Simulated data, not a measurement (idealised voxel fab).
You're looking at the process module voxel wiring stack.
FYI the section here is cut, 195 nm wide, cells are 5 nm squares.
In what follows, cross-sections appear as grids of square cells, described through bands that run from the top down, where every band is one or more rows of cells. Look at the band entry: it leads with the top's height and the bottom's height in nm. Then it lists the materials left to right, with a width in nm for each. The word "full width" on a single material says that material fills the band edge to edge. The word "empty" is empty space. Heights from 0 (as-received wafer is one material below). Bottom band endless downward, as "z 0 and below". So if you see something like "30->40" for the width, read it as the top row of the band sitting at the first number and the bottom row at the second, with every row in between moving by the same amount as the last. Take "remains unaltered" at face value: in the step it is given for, the cross-section changed in none of its cells. "Encapsulated voids": empty spaces of 8 cells or more with no open way to the top, each given as width x height at distance, distance from the left edge, all in nm. On each step's line, the part that comes after the settings is the simulator's own comment on the step. Regarding "overlay nm": on a step with a mask, it is the distance the mask lay to the right of its planned place; a negative value places it to the left.
[Steps planned for the process]
| 1 | RECEIVE | material Si |
| 2 | CONFORMAL_DEP | material SiO2 | thk nm 10 |
| 3 | DIRECTIONAL_DEP | material TiN | thk nm 5 |
| 4 | DIRECTIONAL_DEP | material Ru | thk nm 20 |
| 5 | PATTERN | tone cover | mask id METAL_1 | material resist | width nm 30 | pitch nm 45 | thk nm 15 | overlay nm 0 |
| 6 | DIRECTIONAL_ETCH | etch materials Ru | depth nm 20 |
| 7 | DIRECTIONAL_ETCH | etch materials TiN | depth nm 5 |
| 8 | STRIP | etch materials resist |
| 9 | FILL_DEP | material lowk | thk nm 10 |
| 10 | CMP | height nm 35 |
| 11 | CONFORMAL_DEP | material SiCN | thk nm 5 |
| 12 | DIRECTIONAL_DEP | material lowk | thk nm 20 |
| 13 | DIRECTIONAL_DEP | material aC | thk nm 15 |
| 14 | PATTERN | tone open | mask id PLUG_1 | material resist | width nm 15 | pitch nm 45 | thk nm 35 | overlay nm 0 |
| 15 | DIRECTIONAL_ETCH | etch materials aC | depth nm 15 |
| 16 | STRIP | etch materials resist |
| 17 | DIRECTIONAL_ETCH | etch materials lowk | depth nm 20 |
| 18 | DIRECTIONAL_ETCH | etch materials SiCN | depth nm 5 |
| 19 | STRIP | etch materials aC |
| 20 | CONFORMAL_DEP | material TiN | thk nm 5 |
| 21 | FILL_DEP | material Ru | thk nm 10 |
| 22 | CMP | height nm 60 |
| 23 | DIRECTIONAL_DEP | material TiN | thk nm 5 |
| 24 | DIRECTIONAL_DEP | material W | thk nm 15 |
| 25 | PATTERN | tone cover | mask id METAL_2 | material resist | width nm 30 | pitch nm 45 | thk nm 15 | overlay nm 0 |
| 26 | DIRECTIONAL_ETCH | etch materials W | depth nm 15 |
| 27 | DIRECTIONAL_ETCH | etch materials TiN | depth nm 5 |
| 28 | STRIP | etch materials resist |
| 29 | FILL_DEP | material lowk | thk nm 10 |
| 30 | CMP | height nm 80 |
| 31 | CONFORMAL_DEP | material SiCN | thk nm 5 |
| 32 | DIRECTIONAL_DEP | material SiO2 | thk nm 35 |
| 33 | DIRECTIONAL_DEP | material aC | thk nm 10 |
| 34 | PATTERN | tone open | mask id METAL_3 | material resist | width nm 30 | pitch nm 45 | thk nm 30 | overlay nm 0 |
| 35 | DIRECTIONAL_ETCH | etch materials aC | depth nm 10 |
| 36 | STRIP | etch materials resist |
| 37 | DIRECTIONAL_ETCH | etch materials SiO2 | depth nm 20 |
| 38 | STRIP | etch materials aC |
| 39 | DIRECTIONAL_DEP | material aC | thk nm 15 |
| 40 | PATTERN | tone open | mask id METAL_3_HOLES | material resist | width nm 15 | pitch nm 90 | thk nm 30 | overlay nm 0 |
| 41 | DIRECTIONAL_ETCH | etch materials aC | depth nm 15 |
| 42 | STRIP | etch materials resist |
| 43 | DIRECTIONAL_ETCH | etch materials SiO2 | depth nm 15 |
| 44 | DIRECTIONAL_ETCH | etch materials SiCN | depth nm 5 |
| 45 | STRIP | etch materials aC |
| 46 | CONFORMAL_DEP | material TiN | thk nm 5 |
| 47 | FILL_DEP | material Ru | thk nm 5 |
| 48 | CMP | height nm 120 |
| 49 | CONFORMAL_DEP | material SiCN | thk nm 5 |
[Cross-section of the wafer as it came to us, i.e., already through step 1]
  z 0 and below | Si full width
  Encapsulated voids: none
[End state of the module in cross-section, given the above starting point and plan and one mistake in execution]
  z 125 to 120 | SiCN full width
  z 120 to 105 | SiO2=15, TiN=5, Ru=20, TiN=5, SiO2=15, TiN=5, Ru=20, TiN=5, SiO2=15, TiN=5, Ru=20, TiN=5, SiO2=15, TiN=5, Ru=20, TiN=5, SiO2=15
  z 105 to 100 | SiO2=15, TiN=5, Ru=5, TiN=20, SiO2=15, TiN=30, SiO2=15, TiN=5, Ru=5, TiN=20, SiO2=15, TiN=30, SiO2=15
  z 100 to 85 | SiO2=15, TiN=5, Ru=5, TiN=5, SiO2=75, TiN=5, Ru=5, TiN=5, SiO2=75
  z 85 to 80 | SiCN=15, TiN=15, SiCN=75, TiN=15, SiCN=75
  z 80 to 65 | SiO2 full width
  z 65 to 60 | TiN full width
  z 60 to 40 | lowk=15, TiN=5, Ru=5, TiN=5, lowk=30, TiN=5, Ru=5, TiN=5, lowk=30, TiN=5, Ru=5, TiN=5, lowk=30, TiN=5, Ru=5, TiN=5, lowk=30
  z 40 to 35 | SiCN=15, TiN=15, SiCN=30, TiN=15, SiCN=30, TiN=15, SiCN=30, TiN=15, SiCN=30
  z 35 to 15 | lowk=15, Ru=30, lowk=15, Ru=30, lowk=15, Ru=30, lowk=15, Ru=30, lowk=15
  z 15 to 10 | lowk=15, TiN=30, lowk=15, TiN=30, lowk=15, TiN=30, lowk=15, TiN=30, lowk=15
  z 10 to 0 | SiO2 full width
  z 0 and below | Si full width
  Encapsulated voids: none
Here's what went sideways: off-plan run, step 24, actual operation and settings DIRECTIONAL_DEP | material SiO2 | thk nm 15
